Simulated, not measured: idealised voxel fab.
The process module that follows is named voxel wiring stack.
Each square cell in cross-section cut measures 5 nm, and the section as a whole is 300 nm wide.
Think of the cross-section as a grid of square cells. We describe it in bands, top to bottom, and each band covers one or more rows of those cells.
Look at the band entry: it leads with the top's height and the bottom's height in nm. Then it lists the materials left to right, with a width in nm for each. The word "everywhere" on a single material says that material fills the band edge to edge. The word "air" is empty space.
Heights are reckoned from 0. Under this level, the received wafer is all of one material. The bottommost band is open-ended downward, for example "0 -> down".
The width entry "30->40" should be interpreted row by row: the top row of cells in the band takes the first number, the bottom row takes the second number, and the change between adjacent rows is uniform throughout.
"no modification" -> step changed no cross-section cell.
"Enclosed void catalog" specifies each empty space that is not open to the top and that occupies no fewer than 8 cells, using the form width x height at distance, the distance measured from the left edge and all three quantities in nm.
That trailing text on a step's line, after the settings, is the simulator's own remark on the step.
What "overlay nm" on a step's line means: if the step has a mask, that mask lay this far to the right of its planned place, or, when the value is negative, to the left.
# Here's what the planned process steps look like
- 1: RECEIVE | material Si
- 2: CONFORMAL_DEP | material SiO2 | thk nm 10
- 3: DIRECTIONAL_DEP | material TiN | thk nm 5
- 4: DIRECTIONAL_DEP | material Ru | thk nm 15
- 5: PATTERN | tone cover | mask id METAL_1 | material resist | width nm 20 | pitch nm 40 | thk nm 15 | overlay nm 0
- 6: DIRECTIONAL_ETCH | etch materials Ru | depth nm 15
- 7: DIRECTIONAL_ETCH | etch materials TiN | depth nm 5
- 8: STRIP | etch materials resist
- 9: CONFORMAL_DEP | material SiCN | thk nm 5
- 10: FILL_DEP | material SiO2 | thk nm 5
- 11: CMP | height nm 30
- 12: CONFORMAL_DEP | material SiCN | thk nm 5
- 13: DIRECTIONAL_DEP | material SiO2 | thk nm 15
- 14: DIRECTIONAL_DEP | material aC | thk nm 15
- 15: PATTERN | tone open | mask id PLUG_1 | material resist | width nm 15 | pitch nm 40 | thk nm 30 | overlay nm 0
- 16: DIRECTIONAL_ETCH | etch materials aC | depth nm 15
- 17: STRIP | etch materials resist
- 18: DIRECTIONAL_ETCH | etch materials SiO2 | depth nm 15
- 19: DIRECTIONAL_ETCH | etch materials SiCN | depth nm 5
- 20: STRIP | etch materials aC
- 21: CONFORMAL_DEP | material TiN | thk nm 5
- 22: FILL_DEP | material Cu | thk nm 5
- 23: CMP | height nm 50
- 24: CONFORMAL_DEP | material SiN | thk nm 5
- 25: DIRECTIONAL_DEP | material lowk | thk nm 20
- 26: DIRECTIONAL_DEP | material aC | thk nm 15
- 27: PATTERN | tone open | mask id METAL_2 | material resist | width nm 20 | pitch nm 40 | thk nm 30 | overlay nm 0
- 28: DIRECTIONAL_ETCH | etch materials aC | depth nm 15
- 29: STRIP | etch materials resist
- 30: DIRECTIONAL_ETCH | etch materials lowk | depth nm 20
- 31: DIRECTIONAL_ETCH | etch materials SiN | depth nm 5
- 32: STRIP | etch materials aC
- 33: CONFORMAL_DEP | material TiN | thk nm 5
- 34: FILL_DEP | material Cu | thk nm 5
- 35: CMP | height nm 75
- 36: CONFORMAL_DEP | material SiCN | thk nm 5
- 37: DIRECTIONAL_DEP | material lowk | thk nm 30
- 38: PATTERN | tone open | mask id METAL_3_HOLES | material resist | width nm 15 | thk nm 20 | overlay nm 0
- 39: DIRECTIONAL_ETCH | etch materials lowk | depth nm 30
- 40: STRIP | etch materials resist
- 41: MASKED_ETCH | tone open | mask id METAL_3 | width nm 20 | pitch nm 40 | etch materials lowk | depth nm 15 | overlay nm 0
- 42: MASKED_ETCH | tone open | mask id METAL_3 | width nm 20 | pitch nm 40 | etch materials SiCN | depth nm 5 | overlay nm 0
- 43: CONFORMAL_DEP | material TiN | thk nm 5
- 44: FILL_DEP | material Ru | thk nm 5
- 45: CMP | height nm 110
- 46: CONFORMAL_DEP | material SiN | thk nm 5
# Wafer, first of two, run as planned
# Here's what the wafer looked like in cross-section when it arrived - that's after step 1
> 0 -> down = Si everywhere
> Enclosed void catalog: none
# After step 2: wafer cross-section
> 10 -> 0 = SiO2 everywhere
> Beneath the level 0, the cross-section is identical to its previous state.
# After step 3: wafer cross-section
> 15 -> 10 = TiN everywhere
> Beneath the level 10, the cross-section is identical to its previous state.
# After step 4: wafer cross-section
> 30 -> 15 = Ru everywhere
> Beneath the level 15, the cross-section is identical to its previous state.
# After step 5: wafer cross-section
> 45 -> 30 = air=120, resist=20, air=20, resist=20, air=120
> Beneath the level 30, the cross-section is identical to its previous state.
# After step 6: wafer cross-section
> 45 -> 30 = air=120, resist=20, air=20, resist=20, air=120
> 30 -> 15 = air=120, Ru=20, air=20, Ru=20, air=120
> Beneath the level 15, the cross-section is identical to its previous state.
# After step 7: wafer cross-section
> 45 -> 30 = air=120, resist=20, air=20, resist=20, air=120
> 30 -> 15 = air=120, Ru=20, air=20, Ru=20, air=120
> 15 -> 10 = air=120, TiN=20, air=20, TiN=20, air=120
> Beneath the level 10, the cross-section is identical to its previous state.
# After step 8: wafer cross-section
> 30 -> 15 = air=120, Ru=20, air=20, Ru=20, air=120
> Beneath the level 15, the cross-section is identical to its previous state.
# After step 9: wafer cross-section
> 35 -> 30 = air=115, SiCN=30, air=10, SiCN=30, air=115
> 30 -> 15 = air=115, SiCN=5, Ru=20, SiCN=5, air=10, SiCN=5, Ru=20, SiCN=5, air=115
> 15 -> 10 = SiCN=120, TiN=20, SiCN=20, TiN=20, SiCN=120
> Beneath the level 10, the cross-section is identical to its previous state.
# After step 10: wafer cross-section
> 40 -> 35 = SiO2 everywhere
> 35 -> 30 = SiO2=115, SiCN=30, SiO2=10, SiCN=30, SiO2=115
> 30 -> 15 = SiO2=115, SiCN=5, Ru=20, SiCN=5, SiO2=10, SiCN=5, Ru=20, SiCN=5, SiO2=115
> Beneath the level 15, the cross-section is identical to its previous state.
# After step 11: wafer cross-section
> 30 -> 15 = SiO2=115, SiCN=5, Ru=20, SiCN=5, SiO2=10, SiCN=5, Ru=20, SiCN=5, SiO2=115
> Beneath the level 15, the cross-section is identical to its previous state.
# After step 12: wafer cross-section
> 35 -> 30 = SiCN everywhere
> Beneath the level 30, the cross-section is identical to its previous state.
# After step 13: wafer cross-section
> 50 -> 35 = SiO2 everywhere
> Beneath the level 35, the cross-section is identical to its previous state.
# After step 14: wafer cross-section
> 65 -> 50 = aC everywhere
> Beneath the level 50, the cross-section is identical to its previous state.
# After step 15: wafer cross-section
> 95 -> 65 = resist=120, air=15, resist=25, air=15, resist=125
> Beneath the level 65, the cross-section is identical to its previous state.
# After step 16: wafer cross-section
> 80 -> 65 = resist=120, air=15, resist=25, air=15, resist=125
> 65 -> 50 = aC=120, air=15, aC=25, air=15, aC=125
> Beneath the level 50, the cross-section is identical to its previous state.
# After step 17: wafer cross-section
> 65 -> 50 = aC=120, air=15, aC=25, air=15, aC=125
> Beneath the level 50, the cross-section is identical to its previous state.
# After step 18: wafer cross-section
> 65 -> 50 = aC=120, air=15, aC=25, air=15, aC=125
> 50 -> 35 = SiO2=120, air=15, SiO2=25, air=15, SiO2=125
> Beneath the level 35, the cross-section is identical to its previous state.
# After step 19: wafer cross-section
> 65 -> 50 = aC=120, air=15, aC=25, air=15, aC=125
> 50 -> 35 = SiO2=120, air=15, SiO2=25, air=15, SiO2=125
> 35 -> 30 = SiCN=120, air=15, SiCN=25, air=15, SiCN=125
> Beneath the level 30, the cross-section is identical to its previous state.
# After step 20: wafer cross-section
> 50 -> 35 = SiO2=120, air=15, SiO2=25, air=15, SiO2=125
> Beneath the level 35, the cross-section is identical to its previous state.
# After step 21: wafer cross-section
> 55 -> 50 = TiN=125, air=5, TiN=35, air=5, TiN=130
> 50 -> 35 = SiO2=120, TiN=5, air=5, TiN=5, SiO2=25, TiN=5, air=5, TiN=5, SiO2=125
> 35 -> 30 = SiCN=120, TiN=15, SiCN=25, TiN=15, SiCN=125
> Beneath the level 30, the cross-section is identical to its previous state.
# After step 22: wafer cross-section
> 60 -> 55 = Cu everywhere
> 55 -> 50 = TiN=125, Cu=5, TiN=35, Cu=5, TiN=130
> 50 -> 35 = SiO2=120, TiN=5, Cu=5, TiN=5, SiO2=25, TiN=5, Cu=5, TiN=5, SiO2=125
> Beneath the level 35, the cross-section is identical to its previous state.
# After step 23: wafer cross-section
> 50 -> 35 = SiO2=120, TiN=5, Cu=5, TiN=5, SiO2=25, TiN=5, Cu=5, TiN=5, SiO2=125
> Beneath the level 35, the cross-section is identical to its previous state.
# After step 24: wafer cross-section
> 55 -> 50 = SiN everywhere
> Beneath the level 50, the cross-section is identical to its previous state.
# After step 25: wafer cross-section
> 75 -> 55 = lowk everywhere
> Beneath the level 55, the cross-section is identical to its previous state.
# After step 26: wafer cross-section
> 90 -> 75 = aC everywhere
> Beneath the level 75, the cross-section is identical to its previous state.
# After step 27: wafer cross-section
> 120 -> 90 = resist=120, air=20, resist=20, air=20, resist=120
> Beneath the level 90, the cross-section is identical to its previous state.
# After step 28: wafer cross-section
> 105 -> 90 = resist=120, air=20, resist=20, air=20, resist=120
> 90 -> 75 = aC=120, air=20, aC=20, air=20, aC=120
> Beneath the level 75, the cross-section is identical to its previous state.
# After step 29: wafer cross-section
> 90 -> 75 = aC=120, air=20, aC=20, air=20, aC=120
> Beneath the level 75, the cross-section is identical to its previous state.
# After step 30: wafer cross-section
> 90 -> 75 = aC=120, air=20, aC=20, air=20, aC=120
> 75 -> 55 = lowk=120, air=20, lowk=20, air=20, lowk=120
> Beneath the level 55, the cross-section is identical to its previous state.
# After step 31: wafer cross-section
> 90 -> 75 = aC=120, air=20, aC=20, air=20, aC=120
> 75 -> 55 = lowk=120, air=20, lowk=20, air=20, lowk=120
> 55 -> 50 = SiN=120, air=20, SiN=20, air=20, SiN=120
> Beneath the level 50, the cross-section is identical to its previous state.
# After step 32: wafer cross-section
> 75 -> 55 = lowk=120, air=20, lowk=20, air=20, lowk=120
> Beneath the level 55, the cross-section is identical to its previous state.
# After step 33: wafer cross-section
> 80 -> 75 = TiN=125, air=10, TiN=30, air=10, TiN=125
> 75 -> 55 = lowk=120, TiN=5, air=10, TiN=5, lowk=20, TiN=5, air=10, TiN=5, lowk=120
> 55 -> 50 = SiN=120, TiN=20, SiN=20, TiN=20, SiN=120
> Beneath the level 50, the cross-section is identical to its previous state.
# After step 34: wafer cross-section
> 85 -> 80 = Cu everywhere
> 80 -> 75 = TiN=125, Cu=10, TiN=30, Cu=10, TiN=125
> 75 -> 55 = lowk=120, TiN=5, Cu=10, TiN=5, lowk=20, TiN=5, Cu=10, TiN=5, lowk=120
> Beneath the level 55, the cross-section is identical to its previous state.
# After step 35: wafer cross-section
> 75 -> 55 = lowk=120, TiN=5, Cu=10, TiN=5, lowk=20, TiN=5, Cu=10, TiN=5, lowk=120
> Beneath the level 55, the cross-section is identical to its previous state.
# After step 36: wafer cross-section
> 80 -> 75 = SiCN everywhere
> Beneath the level 75, the cross-section is identical to its previous state.
# After step 37: wafer cross-section
> 110 -> 80 = lowk everywhere
> Beneath the level 80, the cross-section is identical to its previous state.
# After step 38: wafer cross-section
> 130 -> 110 = resist=120, air=15, resist=165
> Beneath the level 110, the cross-section is identical to its previous state.
# After step 39: wafer cross-section
> 130 -> 110 = resist=120, air=15, resist=165
> 110 -> 80 = lowk=120, air=15, lowk=165
> Beneath the level 80, the cross-section is identical to its previous state.
# After step 40: wafer cross-section
> 110 -> 80 = lowk=120, air=15, lowk=165
> Beneath the level 80, the cross-section is identical to its previous state.
# After step 41: wafer cross-section
> 110 -> 95 = lowk=120, air=20, lowk=20, air=20, lowk=120
> Beneath the level 95, the cross-section is identical to its previous state.
# After step 42: wafer cross-section
> 110 -> 95 = lowk=120, air=20, lowk=20, air=20, lowk=120
> 95 -> 80 = lowk=120, air=15, lowk=165
> 80 -> 75 = SiCN=120, air=15, SiCN=165
> Beneath the level 75, the cross-section is identical to its previous state.
# After step 43: wafer cross-section
> 115 -> 110 = TiN=125, air=10, TiN=30, air=10, TiN=125
> 110 -> 100 = lowk=120, TiN=5, air=10, TiN=5, lowk=20, TiN=5, air=10, TiN=5, lowk=120
> 100 -> 95 = lowk=120, TiN=5, air=5, TiN=10, lowk=20, TiN=20, lowk=120
> 95 -> 80 = lowk=120, TiN=5, air=5, TiN=5, lowk=165
> 80 -> 75 = SiCN=120, TiN=15, SiCN=165
> Beneath the level 75, the cross-section is identical to its previous state.
# After step 44: wafer cross-section
> 120 -> 115 = Ru everywhere
> 115 -> 110 = TiN=125, Ru=10, TiN=30, Ru=10, TiN=125
> 110 -> 100 = lowk=120, TiN=5, Ru=10, TiN=5, lowk=20, TiN=5, Ru=10, TiN=5, lowk=120
> 100 -> 95 = lowk=120, TiN=5, Ru=5, TiN=10, lowk=20, TiN=20, lowk=120
> 95 -> 80 = lowk=120, TiN=5, Ru=5, TiN=5, lowk=165
> Beneath the level 80, the cross-section is identical to its previous state.
# After step 45: wafer cross-section
> 110 -> 100 = lowk=120, TiN=5, Ru=10, TiN=5, lowk=20, TiN=5, Ru=10, TiN=5, lowk=120
> Beneath the level 100, the cross-section is identical to its previous state.
# After step 46: wafer cross-section
> 115 -> 110 = SiN everywhere
> Beneath the level 110, the cross-section is identical to its previous state.
# Wafer two. Identical start, identical plan. One mistake in execution. Identical history through step 4
# X-section, second wafer, when step 5 was due to finish
> 45 -> 30 = resist=120, air=20, resist=20, air=20, resist=120
> Beneath the level 30, the cross-section is identical to its previous state.
# X-section, second wafer, when step 6 was due to finish
> 45 -> 30 = resist=120, air=20, resist=20, air=20, resist=120
> 30 -> 15 = Ru=120, air=20, Ru=20, air=20, Ru=120
> Beneath the level 15, the cross-section is identical to its previous state.
# X-section, second wafer, when step 7 was due to finish
> 45 -> 30 = resist=120, air=20, resist=20, air=20, resist=120
> 30 -> 15 = Ru=120, air=20, Ru=20, air=20, Ru=120
> 15 -> 10 = TiN=120, air=20, TiN=20, air=20, TiN=120
> Beneath the level 10, the cross-section is identical to its previous state.
# X-section, second wafer, when step 8 was due to finish
> 30 -> 15 = Ru=120, air=20, Ru=20, air=20, Ru=120
> Beneath the level 15, the cross-section is identical to its previous state.
# X-section, second wafer, when step 9 was due to finish
> 35 -> 30 = SiCN=125, air=10, SiCN=30, air=10, SiCN=125
> 30 -> 15 = Ru=120, SiCN=5, air=10, SiCN=5, Ru=20, SiCN=5, air=10, SiCN=5, Ru=120
> 15 -> 10 = TiN=120, SiCN=20, TiN=20, SiCN=20, TiN=120
> Beneath the level 10, the cross-section is identical to its previous state.
# X-section, second wafer, when step 10 was due to finish
> 40 -> 35 = SiO2 everywhere
> 35 -> 30 = SiCN=125, SiO2=10, SiCN=30, SiO2=10, SiCN=125
> 30 -> 15 = Ru=120, SiCN=5, SiO2=10, SiCN=5, Ru=20, SiCN=5, SiO2=10, SiCN=5, Ru=120
> Beneath the level 15, the cross-section is identical to its previous state.
# X-section, second wafer, when step 11 was due to finish
> 30 -> 15 = Ru=120, SiCN=5, SiO2=10, SiCN=5, Ru=20, SiCN=5, SiO2=10, SiCN=5, Ru=120
> Beneath the level 15, the cross-section is identical to its previous state.
# X-section, second wafer, when step 12 was due to finish
> 35 -> 30 = SiCN everywhere
> Beneath the level 30, the cross-section is identical to its previous state.
# X-section, second wafer, when step 13 was due to finish
> 50 -> 35 = SiO2 everywhere
> Beneath the level 35, the cross-section is identical to its previous state.
# X-section, second wafer, when step 14 was due to finish
> 65 -> 50 = aC everywhere
> Beneath the level 50, the cross-section is identical to its previous state.
# X-section, second wafer, when step 15 was due to finish
> 95 -> 65 = resist=120, air=15, resist=25, air=15, resist=125
> Beneath the level 65, the cross-section is identical to its previous state.
# X-section, second wafer, when step 16 was due to finish
> 80 -> 65 = resist=120, air=15, resist=25, air=15, resist=125
> 65 -> 50 = aC=120, air=15, aC=25, air=15, aC=125
> Beneath the level 50, the cross-section is identical to its previous state.
# X-section, second wafer, when step 17 was due to finish
> 65 -> 50 = aC=120, air=15, aC=25, air=15, aC=125
> Beneath the level 50, the cross-section is identical to its previous state.
# X-section, second wafer, when step 18 was due to finish
> 65 -> 50 = aC=120, air=15, aC=25, air=15, aC=125
> 50 -> 35 = SiO2=120, air=15, SiO2=25, air=15, SiO2=125
> Beneath the level 35, the cross-section is identical to its previous state.
# X-section, second wafer, when step 19 was due to finish
> 65 -> 50 = aC=120, air=15, aC=25, air=15, aC=125
> 50 -> 35 = SiO2=120, air=15, SiO2=25, air=15, SiO2=125
> 35 -> 30 = SiCN=120, air=15, SiCN=25, air=15, SiCN=125
> Beneath the level 30, the cross-section is identical to its previous state.
# X-section, second wafer, when step 20 was due to finish
> 50 -> 35 = SiO2=120, air=15, SiO2=25, air=15, SiO2=125
> Beneath the level 35, the cross-section is identical to its previous state.
# X-section, second wafer, when step 21 was due to finish
> 55 -> 50 = TiN=125, air=5, TiN=35, air=5, TiN=130
> 50 -> 35 = SiO2=120, TiN=5, air=5, TiN=5, SiO2=25, TiN=5, air=5, TiN=5, SiO2=125
> 35 -> 30 = SiCN=120, TiN=15, SiCN=25, TiN=15, SiCN=125
> Beneath the level 30, the cross-section is identical to its previous state.
# X-section, second wafer, when step 22 was due to finish
> 60 -> 55 = Cu everywhere
> 55 -> 50 = TiN=125, Cu=5, TiN=35, Cu=5, TiN=130
> 50 -> 35 = SiO2=120, TiN=5, Cu=5, TiN=5, SiO2=25, TiN=5, Cu=5, TiN=5, SiO2=125
> Beneath the level 35, the cross-section is identical to its previous state.
# X-section, second wafer, when step 23 was due to finish
> 50 -> 35 = SiO2=120, TiN=5, Cu=5, TiN=5, SiO2=25, TiN=5, Cu=5, TiN=5, SiO2=125
> Beneath the level 35, the cross-section is identical to its previous state.
# X-section, second wafer, when step 24 was due to finish
> 55 -> 50 = SiN everywhere
> Beneath the level 50, the cross-section is identical to its previous state.
# X-section, second wafer, when step 25 was due to finish
> 75 -> 55 = lowk everywhere
> Beneath the level 55, the cross-section is identical to its previous state.
# X-section, second wafer, when step 26 was due to finish
> 90 -> 75 = aC everywhere
> Beneath the level 75, the cross-section is identical to its previous state.
# X-section, second wafer, when step 27 was due to finish
> 120 -> 90 = resist=120, air=20, resist=20, air=20, resist=120
> Beneath the level 90, the cross-section is identical to its previous state.
# X-section, second wafer, when step 28 was due to finish
> 105 -> 90 = resist=120, air=20, resist=20, air=20, resist=120
> 90 -> 75 = aC=120, air=20, aC=20, air=20, aC=120
> Beneath the level 75, the cross-section is identical to its previous state.
# X-section, second wafer, when step 29 was due to finish
> 90 -> 75 = aC=120, air=20, aC=20, air=20, aC=120
> Beneath the level 75, the cross-section is identical to its previous state.
# X-section, second wafer, when step 30 was due to finish
> 90 -> 75 = aC=120, air=20, aC=20, air=20, aC=120
> 75 -> 55 = lowk=120, air=20, lowk=20, air=20, lowk=120
> Beneath the level 55, the cross-section is identical to its previous state.
# X-section, second wafer, when step 31 was due to finish
> 90 -> 75 = aC=120, air=20, aC=20, air=20, aC=120
> 75 -> 55 = lowk=120, air=20, lowk=20, air=20, lowk=120
> 55 -> 50 = SiN=120, air=20, SiN=20, air=20, SiN=120
> Beneath the level 50, the cross-section is identical to its previous state.
# X-section, second wafer, when step 32 was due to finish
> 75 -> 55 = lowk=120, air=20, lowk=20, air=20, lowk=120
> Beneath the level 55, the cross-section is identical to its previous state.
# X-section, second wafer, when step 33 was due to finish
> 80 -> 75 = TiN=125, air=10, TiN=30, air=10, TiN=125
> 75 -> 55 = lowk=120, TiN=5, air=10, TiN=5, lowk=20, TiN=5, air=10, TiN=5, lowk=120
> 55 -> 50 = SiN=120, TiN=20, SiN=20, TiN=20, SiN=120
> Beneath the level 50, the cross-section is identical to its previous state.
# X-section, second wafer, when step 34 was due to finish
> 85 -> 80 = Cu everywhere
> 80 -> 75 = TiN=125, Cu=10, TiN=30, Cu=10, TiN=125
> 75 -> 55 = lowk=120, TiN=5, Cu=10, TiN=5, lowk=20, TiN=5, Cu=10, TiN=5, lowk=120
> Beneath the level 55, the cross-section is identical to its previous state.
# X-section, second wafer, when step 35 was due to finish
> 75 -> 55 = lowk=120, TiN=5, Cu=10, TiN=5, lowk=20, TiN=5, Cu=10, TiN=5, lowk=120
> Beneath the level 55, the cross-section is identical to its previous state.
# X-section, second wafer, when step 36 was due to finish
> 80 -> 75 = SiCN everywhere
> Beneath the level 75, the cross-section is identical to its previous state.
# X-section, second wafer, when step 37 was due to finish
> 110 -> 80 = lowk everywhere
> Beneath the level 80, the cross-section is identical to its previous state.
# X-section, second wafer, when step 38 was due to finish
> 130 -> 110 = resist=120, air=15, resist=165
> Beneath the level 110, the cross-section is identical to its previous state.
# X-section, second wafer, when step 39 was due to finish
> 130 -> 110 = resist=120, air=15, resist=165
> 110 -> 80 = lowk=120, air=15, lowk=165
> Beneath the level 80, the cross-section is identical to its previous state.
# X-section, second wafer, when step 40 was due to finish
> 110 -> 80 = lowk=120, air=15, lowk=165
> Beneath the level 80, the cross-section is identical to its previous state.
# X-section, second wafer, when step 41 was due to finish
> 110 -> 95 = lowk=120, air=20, lowk=20, air=20, lowk=120
> Beneath the level 95, the cross-section is identical to its previous state.
# X-section, second wafer, when step 42 was due to finish
> 110 -> 95 = lowk=120, air=20, lowk=20, air=20, lowk=120
> 95 -> 80 = lowk=120, air=15, lowk=165
> 80 -> 75 = SiCN=120, air=15, SiCN=165
> Beneath the level 75, the cross-section is identical to its previous state.
# X-section, second wafer, when step 43 was due to finish
> 115 -> 110 = TiN=125, air=10, TiN=30, air=10, TiN=125
> 110 -> 100 = lowk=120, TiN=5, air=10, TiN=5, lowk=20, TiN=5, air=10, TiN=5, lowk=120
> 100 -> 95 = lowk=120, TiN=5, air=5, TiN=10, lowk=20, TiN=20, lowk=120
> 95 -> 80 = lowk=120, TiN=5, air=5, TiN=5, lowk=165
> 80 -> 75 = SiCN=120, TiN=15, SiCN=165
> Beneath the level 75, the cross-section is identical to its previous state.
# X-section, second wafer, when step 44 was due to finish
> 120 -> 115 = Ru everywhere
> 115 -> 110 = TiN=125, Ru=10, TiN=30, Ru=10, TiN=125
> 110 -> 100 = lowk=120, TiN=5, Ru=10, TiN=5, lowk=20, TiN=5, Ru=10, TiN=5, lowk=120
> 100 -> 95 = lowk=120, TiN=5, Ru=5, TiN=10, lowk=20, TiN=20, lowk=120
> 95 -> 80 = lowk=120, TiN=5, Ru=5, TiN=5, lowk=165
> Beneath the level 80, the cross-section is identical to its previous state.
# X-section, second wafer, when step 45 was due to finish
> 110 -> 100 = lowk=120, TiN=5, Ru=10, TiN=5, lowk=20, TiN=5, Ru=10, TiN=5, lowk=120
> Beneath the level 100, the cross-section is identical to its previous state.
# X-section, second wafer, when step 46 was due to finish
> 115 -> 110 = SiN everywhere
> Beneath the level 110, the cross-section is identical to its previous state.
Against the plan, the run slipped here: step 5: run off-plan, actual operation and settings PATTERN | tone open | mask id METAL_1 | material resist | width nm 20 | pitch nm 40 | thk nm 15 | overlay nm 0
Upon completion, the second wafer contains, in terms of cells, a greater or smaller amount of certain materials than the first wafer: Ru +132; SiCN -44; SiO2 -132; TiN +44
